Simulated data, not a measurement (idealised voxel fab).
process module | voxel capacitor over wiring
cross-section cut | 265 nm wide | cells 5 nm
A cross-section is a grid of square cells, given in bands from the top down. A band is one or more rows of cells.
Each band's line starts with the height of the band's top and of its bottom, in nm. Then come its materials from left to right, each with its width in nm. One material with "throughout" fills the band from edge to edge. "air" is empty space.
Height 0 is the level under which the wafer as received is all one material. The lowest band goes on downwards, as in "0 down".
A width such as "30 to 40" changes by the same amount from each row of cells to the next, from the band's top row to its bottom row.
"no change" after a step means that no cell of the cross-section changed.
closed voids: empty space of 8 cells or more with no open way to the top, each as width x height at its distance from the left edge, in nm
after a step's settings: what the simulator itself notes on the step
overlay nm, on a step with a mask: how far to the right of its planned place the mask lay; to the left if negative
plan
1 op RECEIVE | material Si
2 op CONFORMAL_DEP | material SiO2 | thk nm 15
3 op CONFORMAL_DEP | material SiN | thk nm 5
4 op DIRECTIONAL_DEP | material SiO2 | thk nm 20
5 op PATTERN | tone open | mask id METAL_1 | material resist | width nm 30 | pitch nm 80 | thk nm 15 | overlay nm 0
6 op DIRECTIONAL_ETCH | etch materials SiO2 | depth nm 20
7 op DIRECTIONAL_ETCH | etch materials SiN | depth nm 5
8 op STRIP | etch materials resist
9 op CONFORMAL_DEP | material TiN | thk nm 5
10 op FILL_DEP | material Ru | thk nm 5
11 op CMP | height nm 40
12 op EPI | material Ru | thk nm 5
13 op FILL_DEP | material SiCN | thk nm 5
14 op DIRECTIONAL_DEP | material SiO2 | thk nm 20
15 op MASKED_ETCH | tone open | mask id PLUG_1 | width nm 15 | etch materials SiO2 | depth nm 20 | overlay nm 0
16 op MASKED_ETCH | tone open | mask id PLUG_1 | width nm 15 | etch materials SiCN | depth nm 5 | overlay nm 0
17 op EPI | material Ru | thk nm 10
18 op EPI | material Ru | thk nm 10
19 op EPI | material Ru | thk nm 5
20 op DIRECTIONAL_DEP | material TiN | thk nm 10
21 op DIRECTIONAL_DEP | material Al2O3 | thk nm 5
22 op DIRECTIONAL_DEP | material TiN | thk nm 10
23 op DIRECTIONAL_DEP | material aC | thk nm 15
24 op PATTERN | tone cover | mask id UPPER_PLATE | material resist | width nm 55 | thk nm 30 | overlay nm 0
25 op DIRECTIONAL_ETCH | etch materials aC | depth nm 15
26 op STRIP | etch materials resist
27 op DIRECTIONAL_ETCH | etch materials TiN | depth nm 10
28 op DIRECTIONAL_ETCH | etch materials Al2O3 | depth nm 5
29 op STRIP | etch materials aC
30 op MASKED_ETCH | tone cover | mask id LOWER_PLATE | width nm 65 | etch materials TiN | depth nm 10 | overlay nm 0
31 op FILL_DEP | material SiO2 | thk nm 15
32 op CMP | height nm 105
33 op DIRECTIONAL_DEP | material aC | thk nm 10
34 op PATTERN | tone open | mask id PLUG_2 | material resist | width nm 15 | thk nm 30 | overlay nm 0
35 op DIRECTIONAL_ETCH | etch materials aC | depth nm 10
36 op STRIP | etch materials resist
37 op DIRECTIONAL_ETCH | etch materials SiO2 | depth nm 10
38 op STRIP | etch materials aC
39 op CONFORMAL_DEP | material TiN | thk nm 5
40 op FILL_DEP | material Cu | thk nm 5
41 op CMP | height nm 105
42 op CONFORMAL_DEP | material SiCN | thk nm 5
as received, after step 1
  0 down: Si throughout
  closed voids: none
first wafer at the end, as planned
  110 to 105: SiCN throughout
  105 to 100: SiO2 100 | TiN 5 | Cu 5 | TiN 5 | SiO2 150
  100 to 95: SiO2 100 | TiN 15 | SiO2 150
  95 to 85: SiO2 90 | TiN 55 | SiO2 120
  85 to 80: SiO2 90 | Al2O3 55 | SiO2 120
  80 to 70: SiO2 85 | TiN 65 | SiO2 115
  70 to 50: SiO2 90 | Ru 15 | SiO2 160
  50 to 45: SiCN 90 | Ru 15 | SiCN 160
  45 to 40: SiCN 70 | Ru 40 | SiCN 40 | Ru 40 | SiCN 75
  40 to 20: SiO2 75 | TiN 5 | Ru 20 | TiN 5 | SiO2 50 | TiN 5 | Ru 20 | TiN 5 | SiO2 80
  20 to 15: SiN 75 | TiN 30 | SiN 50 | TiN 30 | SiN 80
  15 to 0: SiO2 throughout
  0 down: Si throughout
  closed voids: none
second wafer at the end: like start, like plan, one mistake
  110 to 105: SiCN throughout
  105 to 100: SiO2 100 | TiN 5 | Cu 5 | TiN 5 | SiO2 150
  100 to 90: SiO2 100 to 105 | TiN 15 to 40 | SiO2 150 to 120
  90 to 85: SiO2 90 | TiN 55 | SiO2 120
  85 to 80: SiO2 90 | TiN 15 | Al2O3 40 | SiO2 120
  80 to 75: SiO2 85 | TiN 5 | Al2O3 15 | TiN 45 | SiO2 115
  75 to 70: SiO2 85 | TiN 65 | SiO2 115
  70 to 65: SiCN 90 | TiN 15 | SiCN 160
  65 to 45: SiCN throughout
  45 to 40: SiCN 70 | Ru 40 | SiCN 40 | Ru 40 | SiCN 75
  40 to 20: SiO2 75 | TiN 5 | Ru 20 | TiN 5 | SiO2 50 | TiN 5 | Ru 20 | TiN 5 | SiO2 80
  20 to 15: SiN 75 | TiN 30 | SiN 50 | TiN 30 | SiN 80
  15 to 0: SiO2 throughout
  0 down: Si throughout
  closed voids: none
what went wrong: step 14 ran as: op DIRECTIONAL_DEP | material SiCN | thk nm 20
at the end the second wafer has, in cells: 15 fewer of Ru | 212 more of SiCN | 197 fewer of SiO2
